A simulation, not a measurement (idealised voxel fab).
This section sets out a process module, namely voxel ribs on slabs.
Each square cell in cross-section cut measures 5 nm, and the section as a whole is 225 nm wide.
Bands, listed from the top down, are how a cross-section gets written in this document; the cross-section itself is a grid of square cells, and a band is one or more rows of them.
Within each band entry, the heights of the top and of the bottom of the band appear first, in that order and in nm; the materials of the band then follow from left to right, each with its corresponding width in nm. The designation "full width" on a single material indicates that it fills the band from edge to edge; the designation "air" indicates empty space.
We count height from 0. Below that, the starting wafer is all one material. The lowest band never ends at the bottom but goes on down; see "0..down" for how that is written.
Quick explanation for "30 to 40": the width changes in equal steps down the rows of cells, from the first number in the band's top row to the second number in its bottom row.
Key: "same as before" - step with no changed cell in the cross-section.
The list in "Voids, sealed" covers empty spaces of 8 cells or more that cannot reach the top through any open way, and it gives each as width x height at distance; the distance is from the left edge, and width, height and distance are in nm.
Note: text after step settings on the step line = simulator remark on that step.
overlay nm: right-of-plan distance of the mask on a masked step; negative values mean left-of-plan.

**So here's the lineup of process steps we planned**
1 op RECEIVE | material Si
2 op DIRECTIONAL_DEP | material SiO2 | thk nm 25
3 op DIRECTIONAL_DEP | material SiN | thk nm 15
4 op DIRECTIONAL_DEP | material aC | thk nm 15
5 op PATTERN | tone cover | mask id RIB | material resist | width nm 15 | thk nm 35 | overlay nm 0
6 op DIRECTIONAL_ETCH | etch materials aC | depth nm 15
7 op STRIP | etch materials resist
8 op DIRECTIONAL_ETCH | etch materials SiN | depth nm 10
9 op STRIP | etch materials aC
10 op MASKED_ETCH | tone cover | mask id SLAB | width nm 55 | etch materials SiN | depth nm 5 | overlay nm 0
11 op FILL_DEP | material SiO2 | thk nm 20
12 op CMP | height nm 55
13 op DIRECTIONAL_DEP | material TiN | thk nm 5
14 op PATTERN | tone cover | mask id HEATER | material resist | width nm 25 | thk nm 20 | overlay nm 0
15 op DIRECTIONAL_ETCH | etch materials TiN | depth nm 5
16 op STRIP | etch materials resist
17 op CONFORMAL_DEP | material SiN | thk nm 10

**Cross-section of the wafer at receipt, which is the condition after step 1**
	0..down  Si full width
	Voids, sealed: none

**Wafer cross-section at module end: first of two, run to plan**
	70..65  air 90 / SiN 45 / air 90
	65..60  SiN full width
	60..55  SiN 100 / TiN 25 / SiN 100
	55..40  SiO2 full width
	40..30  SiO2 105 / SiN 15 / SiO2 105
	30..25  SiO2 85 / SiN 55 / SiO2 85
	25..0  SiO2 full width
	0..down  Si full width
	Voids, sealed: none

**End of module, second wafer, cross-section. Started like the first, planned like the first, run with one mistake**
	70..65  air 90 / SiN 45 / air 90
	65..60  SiN full width
	60..55  SiN 100 / TiN 25 / SiN 100
	55..45  SiO2 105 / SiN 15 / SiO2 105
	45..40  SiO2 85 / SiN 55 / SiO2 85
	40..25  SiN full width
	25..0  SiO2 full width
	0..down  Si full width
	Voids, sealed: none
Diagnosis: plan step 3 was twice executed
It is noted that, at the conclusion of processing, the second wafer exhibits a higher or lower cell count for certain materials relative to the first: 135 more of SiN | 135 fewer of SiO2
